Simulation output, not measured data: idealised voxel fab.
The process module that follows is named voxel capacitor over wiring.
In the cross-section labelled cut, the width is 255 nm and each square cell is 5 nm.
Cross-sections here: square-cell grids, written as top-down lists of bands, a band being one or more rows of cells.
Heights first: top, then bottom, in nm. Then materials, left to right, each with a width in nm. "throughout" on a single material: fills the band edge to edge. "empty": empty space.
Height datum 0, below which the as-received substrate wafer is one material. Lowest band open at the bottom, running downward: "z 0 and below".
A two-number width, for instance "30 to 40", indicates that the width is equal to the first number in the top row of the band and to the second number in the bottom row, and that it changes by a constant amount per row of cells.
Step note "nothing altered" = no cross-section cell changed.
"Cavities, closed" contains a list of empty spaces, each no smaller than 8 cells and without an open way to the top, written in the form width x height at distance with the distance from the left edge and all three in nm.
Text after the settings on a step's line: the simulator's own remark on that step.
"overlay nm" denotes, for a step that has a mask, the displacement of the mask to the right of its planned place, with negative values corresponding to the left.

Intended process steps:
1: RECEIVE [material Si]
2: CONFORMAL_DEP [material SiO2] [thk nm 15]
3: CONFORMAL_DEP [material SiN] [thk nm 5]
4: DIRECTIONAL_DEP [material lowk] [thk nm 25]
5: DIRECTIONAL_DEP [material aC] [thk nm 10]
6: PATTERN [tone open] [mask id METAL_1] [material resist] [width nm 25] [pitch nm 95] [thk nm 25] [overlay nm 0]
7: DIRECTIONAL_ETCH [etch materials aC] [depth nm 10]
8: STRIP [etch materials resist]
9: DIRECTIONAL_ETCH [etch materials lowk] [depth nm 25]
10: DIRECTIONAL_ETCH [etch materials SiN] [depth nm 5]
11: STRIP [etch materials aC]
12: CONFORMAL_DEP [material TiN] [thk nm 5]
13: FILL_DEP [material Cu] [thk nm 10]
14: CMP [height nm 45]
15: CONFORMAL_DEP [material SiCN] [thk nm 5]
16: DIRECTIONAL_DEP [material SiO2] [thk nm 10]
17: PATTERN [tone open] [mask id PLUG_1] [material resist] [width nm 15] [thk nm 15] [overlay nm 0]
18: DIRECTIONAL_ETCH [etch materials SiO2] [depth nm 10]
19: DIRECTIONAL_ETCH [etch materials SiCN] [depth nm 5]
20: STRIP [etch materials resist]
21: CONFORMAL_DEP [material TiN] [thk nm 5]
22: FILL_DEP [material W] [thk nm 10]
23: CMP [height nm 60]
24: DIRECTIONAL_DEP [material TiN] [thk nm 10]
25: DIRECTIONAL_DEP [material SiN] [thk nm 5]
26: DIRECTIONAL_DEP [material TiN] [thk nm 10]
27: DIRECTIONAL_DEP [material aC] [thk nm 10]
28: PATTERN [tone cover] [mask id UPPER_PLATE] [material resist] [width nm 75] [thk nm 25] [overlay nm 0]
29: DIRECTIONAL_ETCH [etch materials aC] [depth nm 10]
30: STRIP [etch materials resist]
31: DIRECTIONAL_ETCH [etch materials TiN] [depth nm 10]
32: DIRECTIONAL_ETCH [etch materials SiN] [depth nm 5]
33: STRIP [etch materials aC]
34: DIRECTIONAL_DEP [material aC] [thk nm 15]
35: PATTERN [tone cover] [mask id LOWER_PLATE] [material resist] [width nm 85] [thk nm 30] [overlay nm 0]
36: DIRECTIONAL_ETCH [etch materials aC] [depth nm 15]
37: STRIP [etch materials resist]
38: DIRECTIONAL_ETCH [etch materials TiN] [depth nm 10]
39: STRIP [etch materials aC]
40: FILL_DEP [material SiO2] [thk nm 15]
41: CMP [height nm 95]
42: DIRECTIONAL_DEP [material aC] [thk nm 10]
43: PATTERN [tone open] [mask id PLUG_2] [material resist] [width nm 15] [thk nm 25] [overlay nm 0]
44: DIRECTIONAL_ETCH [etch materials aC] [depth nm 10]
45: STRIP [etch materials resist]
46: DIRECTIONAL_ETCH [etch materials SiO2] [depth nm 10]
47: STRIP [etch materials aC]
48: CONFORMAL_DEP [material TiN] [thk nm 5]
49: FILL_DEP [material Cu] [thk nm 5]
50: CMP [height nm 95]
51: CONFORMAL_DEP [material SiN] [thk nm 5]

Cross-section, incoming material, after step 1:
  z 0 and below | Si throughout
  Cavities, closed: none

Post-module cross-section: identical start and plan to those above, one misstep in execution:
  z 100 to 95 | SiN throughout
  z 95 to 90 | SiO2 85 nm, then TiN 5 nm, then Cu 5 nm, then TiN 5 nm, then SiO2 155 nm
  z 90 to 85 | SiO2 85 nm, then TiN 15 nm, then SiO2 155 nm
  z 85 to 75 | SiO2 75 nm, then TiN 75 nm, then SiO2 105 nm
  z 75 to 70 | SiO2 75 nm, then SiN 75 nm, then SiO2 105 nm
  z 70 to 60 | SiO2 70 nm, then TiN 85 nm, then SiO2 100 nm
  z 60 to 55 | TiN 80 nm, then W 5 nm, then TiN 170 nm
  z 55 to 50 | SiO2 75 nm, then TiN 5 nm, then W 5 nm, then TiN 5 nm, then SiO2 165 nm
  z 50 to 45 | SiCN 75 nm, then TiN 15 nm, then SiCN 165 nm
  z 45 to 20 | lowk 65 nm, then TiN 5 nm, then Cu 15 nm, then TiN 5 nm, then lowk 70 nm, then TiN 5 nm, then Cu 15 nm, then TiN 5 nm, then lowk 70 nm
  z 20 to 15 | SiN 65 nm, then TiN 25 nm, then SiN 70 nm, then TiN 25 nm, then SiN 70 nm
  z 15 to 0 | SiO2 throughout
  z 0 and below | Si throughout
  Cavities, closed: none
Finding, execution versus plan: step 16 ran with different settings than intended, the actual operation and settings being DIRECTIONAL_DEP [material SiO2] [thk nm 5]
